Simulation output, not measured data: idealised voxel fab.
Name of the process module below: voxel spacer lines
cross-section cut | 185 nm wide | cells 5 nm
The cross-sections in this document take the form of a grid made of square cells. They are written out as bands, in order from top to bottom. Each band consists of one or more rows of cells. Band: top height; bottom height; in nm. Then, left to right: material with width in nm, for each material. "throughout": a single material spanning edge to edge. "air": empty space. The reference from which all heights are counted is 0, the level beneath which the as-received wafer is entirely one material; the lowest band, having no lower bound, proceeds downward and is written after the example "0 and below". The two numbers in a width such as "30->40" mark its ends across the band: the first belongs to the top row of cells, the second to the bottom row, and from each row to the next the width moves by the same amount. "no change" -> step changed no cross-section cell. The label "Closed voids list" introduces a list of the empty spaces, 8 cells or larger, that have no open way up to the top; each entry in it reads width x height at distance, where the distance is taken from the left edge and all three are stated in nm. Note: text after step settings on the step line = simulator remark on that step. The setting "overlay nm" may be written on the line of a step. When the step uses a mask, the value reports how far to the right of the planned place the mask lay, and a negative value reports that it lay to the left.
Steps planned for the process:
| 1 | RECEIVE | material Si |
| 2 | CONFORMAL_DEP | material Al2O3 | thk nm 10 |
| 3 | DIRECTIONAL_DEP | material SiN | thk nm 10 |
| 4 | DIRECTIONAL_DEP | material polySi | thk nm 30 |
| 5 | PATTERN | tone cover | mask id MANDREL | material resist | width nm 20 | pitch nm 60 | thk nm 40 | overlay nm 0 |
| 6 | DIRECTIONAL_ETCH | etch materials polySi | depth nm 30 |
| 7 | STRIP | etch materials resist |
| 8 | CONFORMAL_DEP | material SiO2 | thk nm 10 |
| 9 | DIRECTIONAL_ETCH | etch materials SiO2 | depth nm 10 |
| 10 | STRIP | etch materials polySi |
| 11 | DIRECTIONAL_ETCH | etch materials SiN | depth nm 10 |
| 12 | STRIP | etch materials SiO2 |
Cross-section: wafer on arrival = after step 1:
  0 and below  Si throughout
  Closed voids list: none
End state of the module in cross-section, given the above starting point and plan and one mistake in execution:
  20 down to 10  10 of air, then 10 of SiN, then 25 of air, then 10 of SiN, then 15 of air, then 10 of SiN, then 25 of air, then 10 of SiN, then 15 of air, then 10 of SiN, then 25 of air, then 10 of SiN, then 10 of air
  10 down to 0  Al2O3 throughout
  0 and below  Si throughout
  Closed voids list: none
Heads up, the wafer didn't run the way we planned it: planned and actual differ for step 5; actual: PATTERN | tone cover | mask id MANDREL | material resist | width nm 25 | pitch nm 60 | thk nm 40 | overlay nm 0
